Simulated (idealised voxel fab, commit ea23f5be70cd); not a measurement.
A process module follows: voxel wiring stack.
Cross-sectional view cut (width: 205 nm; square cell size: 5 nm).
Cross-section, as written here: a square-cell grid given band by band from the top down, where a band holds one or more rows of cells.
This entry defines a band. It first specifies the height of the band's top and the height of its bottom in nm, and then specifies the band's materials from left to right, stating each material with its width in nm. The word "everywhere" identifies a single material that fills the band from edge to edge, while the word "air" identifies empty space.
Height 0 is the level under which the wafer as received is all one material. The lowest band goes on downwards, as in "z 0 and below".
So if you see something like "30->40" for the width, read it as the top row of the band sitting at the first number and the bottom row at the second, with every row in between moving by the same amount as the last.
Basically "no alteration" means that step didn't change any cell in the cross-section.
Each empty space that has no open way to the top and spans at least 8 cells appears under "Closed void listing" as width x height at distance, the distance counted from the left edge, all in nm.
On each step's line, the part that comes after the settings is the simulator's own comment on the step.
"overlay nm", when on a step's line for a step with a mask, measures how far to the right of its planned place the mask lay; a negative measure means to the left.
Listed below are the process steps as planned:
1. op RECEIVE | material Si
2. op CONFORMAL_DEP | material SiO2 | thk nm 15
3. op DIRECTIONAL_DEP | material TiN | thk nm 5
4. op DIRECTIONAL_DEP | material W | thk nm 20
5. op PATTERN | tone cover | mask id METAL_1 | material resist | width nm 30 | pitch nm 45 | thk nm 15 | overlay nm 0
6. op DIRECTIONAL_ETCH | etch materials W | depth nm 20
7. op DIRECTIONAL_ETCH | etch materials TiN | depth nm 5
8. op STRIP | etch materials resist
9. op FILL_DEP | material lowk | thk nm 10
10. op CMP | height nm 40
11. op CONFORMAL_DEP | material SiCN | thk nm 5
12. op DIRECTIONAL_DEP | material lowk | thk nm 15
13. op DIRECTIONAL_DEP | material aC | thk nm 15
14. op PATTERN | tone open | mask id PLUG_1 | material resist | width nm 15 | pitch nm 45 | thk nm 30 | overlay nm 0
15. op DIRECTIONAL_ETCH | etch materials aC | depth nm 15
16. op STRIP | etch materials resist
17. op DIRECTIONAL_ETCH | etch materials lowk | depth nm 15
18. op DIRECTIONAL_ETCH | etch materials SiCN | depth nm 5
19. op STRIP | etch materials aC
20. op EPI | material Ru | thk nm 10
21. op EPI | material Ru | thk nm 10
22. op DIRECTIONAL_DEP | material TiN | thk nm 5
23. op DIRECTIONAL_DEP | material Ru | thk nm 25
24. op PATTERN | tone cover | mask id METAL_2 | material resist | width nm 30 | pitch nm 45 | thk nm 15 | overlay nm 0
25. op DIRECTIONAL_ETCH | etch materials Ru | depth nm 25
26. op DIRECTIONAL_ETCH | etch materials TiN | depth nm 5
27. op STRIP | etch materials resist
28. op FILL_DEP | material SiO2 | thk nm 10
29. op CMP | height nm 90
30. op CONFORMAL_DEP | material SiCN | thk nm 5
31. op DIRECTIONAL_DEP | material SiO2 | thk nm 15
32. op DIRECTIONAL_DEP | material aC | thk nm 15
33. op PATTERN | tone open | mask id PLUG_2 | material resist | width nm 15 | pitch nm 90 | thk nm 35 | overlay nm 0
34. op DIRECTIONAL_ETCH | etch materials aC | depth nm 15
35. op STRIP | etch materials resist
36. op DIRECTIONAL_ETCH | etch materials SiO2 | depth nm 15
37. op DIRECTIONAL_ETCH | etch materials SiCN | depth nm 5
38. op STRIP | etch materials aC
39. op CONFORMAL_DEP | material TiN | thk nm 5
40. op FILL_DEP | material Ru | thk nm 5
41. op CMP | height nm 110
42. op DIRECTIONAL_DEP | material TiN | thk nm 5
43. op DIRECTIONAL_DEP | material Ru | thk nm 15
44. op MASKED_ETCH | tone cover | mask id METAL_3 | width nm 30 | pitch nm 45 | etch materials Ru | depth nm 15 | overlay nm 0
45. op MASKED_ETCH | tone cover | mask id METAL_3 | width nm 30 | pitch nm 45 | etch materials TiN | depth nm 5 | overlay nm 0
46. op CONFORMAL_DEP | material SiCN | thk nm 5
47. op FILL_DEP | material SiO2 | thk nm 5
48. op CMP | height nm 130
49. op CONFORMAL_DEP | material SiN | thk nm 5
Step 1 complete: cross-section of the wafer as received:
  z 0 and below = Si everywhere
  Closed void listing: none
Looking at the first of two wafers in cross-section at end of module - ran to plan:
  z 135 to 130 = SiN everywhere
  z 130 to 115 = 15 nm SiO2, then 5 nm SiCN, then 30 nm Ru, then 5 nm SiCN, then 5 nm SiO2, then 5 nm SiCN, then 30 nm Ru, then 5 nm SiCN, then 5 nm SiO2, then 5 nm SiCN, then 30 nm Ru, then 5 nm SiCN, then 5 nm SiO2, then 5 nm SiCN, then 30 nm Ru, then 5 nm SiCN, then 15 nm SiO2
  z 115 to 110 = 20 nm SiCN, then 30 nm TiN, then 15 nm SiCN, then 30 nm TiN, then 15 nm SiCN, then 30 nm TiN, then 15 nm SiCN, then 30 nm TiN, then 20 nm SiCN
  z 110 to 95 = 20 nm SiO2, then 5 nm TiN, then 5 nm Ru, then 5 nm TiN, then 75 nm SiO2, then 5 nm TiN, then 5 nm Ru, then 5 nm TiN, then 80 nm SiO2
  z 95 to 90 = 20 nm SiCN, then 15 nm TiN, then 75 nm SiCN, then 15 nm TiN, then 80 nm SiCN
  z 90 to 65 = 20 nm SiO2, then 30 nm Ru, then 15 nm SiO2, then 30 nm Ru, then 15 nm SiO2, then 30 nm Ru, then 15 nm SiO2, then 30 nm Ru, then 20 nm SiO2
  z 65 to 60 = 20 nm SiO2, then 30 nm TiN, then 15 nm SiO2, then 30 nm TiN, then 15 nm SiO2, then 30 nm TiN, then 15 nm SiO2, then 30 nm TiN, then 20 nm SiO2
  z 60 to 45 = 20 nm lowk, then 15 nm Ru, then 30 nm lowk, then 15 nm Ru, then 30 nm lowk, then 15 nm Ru, then 30 nm lowk, then 15 nm Ru, then 35 nm lowk
  z 45 to 40 = 20 nm SiCN, then 15 nm Ru, then 30 nm SiCN, then 15 nm Ru, then 30 nm SiCN, then 15 nm Ru, then 30 nm SiCN, then 15 nm Ru, then 35 nm SiCN
  z 40 to 20 = 20 nm lowk, then 30 nm W, then 15 nm lowk, then 30 nm W, then 15 nm lowk, then 30 nm W, then 15 nm lowk, then 30 nm W, then 20 nm lowk
  z 20 to 15 = 20 nm lowk, then 30 nm TiN, then 15 nm lowk, then 30 nm TiN, then 15 nm lowk, then 30 nm TiN, then 15 nm lowk, then 30 nm TiN, then 20 nm lowk
  z 15 to 0 = SiO2 everywhere
  z 0 and below = Si everywhere
  Closed void listing: none
Cross-section, wafer two of two, end of module: same start and plan as wafer one, one error in execution:
  z 135 to 130 = SiN everywhere
  z 130 to 115 = 15 nm SiO2, then 5 nm SiCN, then 30 nm Ru, then 5 nm SiCN, then 5 nm SiO2, then 5 nm SiCN, then 30 nm Ru, then 5 nm SiCN, then 5 nm SiO2, then 5 nm SiCN, then 30 nm Ru, then 5 nm SiCN, then 5 nm SiO2, then 5 nm SiCN, then 30 nm Ru, then 5 nm SiCN, then 15 nm SiO2
  z 115 to 110 = 20 nm SiCN, then 30 nm TiN, then 15 nm SiCN, then 30 nm TiN, then 15 nm SiCN, then 30 nm TiN, then 15 nm SiCN, then 30 nm TiN, then 20 nm SiCN
  z 110 to 95 = 20 nm SiO2, then 5 nm TiN, then 5 nm Ru, then 5 nm TiN, then 75 nm SiO2, then 5 nm TiN, then 5 nm Ru, then 5 nm TiN, then 80 nm SiO2
  z 95 to 90 = 20 nm SiCN, then 15 nm TiN, then 75 nm SiCN, then 15 nm TiN, then 80 nm SiCN
  z 90 to 70 = 35 nm SiO2, then 15 nm Ru, then 30 nm SiO2, then 15 nm Ru, then 30 nm SiO2, then 15 nm Ru, then 30 nm SiO2, then 15 nm Ru, then 20 nm SiO2
  z 70 to 65 = 20 nm SiO2, then 30 nm Ru, then 15 nm SiO2, then 30 nm Ru, then 15 nm SiO2, then 30 nm Ru, then 15 nm SiO2, then 30 nm Ru, then 20 nm SiO2
  z 65 to 60 = 20 nm SiO2, then 15 nm Ru, then 15 nm TiN, then 15 nm SiO2, then 15 nm Ru, then 15 nm TiN, then 15 nm SiO2, then 15 nm Ru, then 15 nm TiN, then 15 nm SiO2, then 15 nm Ru, then 15 nm TiN, then 20 nm SiO2
  z 60 to 45 = 20 nm lowk, then 15 nm Ru, then 30 nm lowk, then 15 nm Ru, then 30 nm lowk, then 15 nm Ru, then 30 nm lowk, then 15 nm Ru, then 35 nm lowk
  z 45 to 40 = 20 nm SiCN, then 15 nm TiN, then 30 nm SiCN, then 15 nm TiN, then 30 nm SiCN, then 15 nm TiN, then 30 nm SiCN, then 15 nm TiN, then 35 nm SiCN
  z 40 to 35 = lowk everywhere
  z 35 to 15 = 20 nm lowk, then 30 nm W, then 15 nm lowk, then 30 nm W, then 15 nm lowk, then 30 nm W, then 15 nm lowk, then 30 nm W, then 20 nm lowk
  z 15 to 0 = SiO2 everywhere
  z 0 and below = Si everywhere
  Closed void listing: none
Short version of what went wrong: skipped: plan step 3 (never run)
Final comparison by cell count, materials where the second wafer has more or fewer than the first: 48 fewer of Ru | 48 more of SiO2 | 24 fewer of TiN | 24 more of lowk
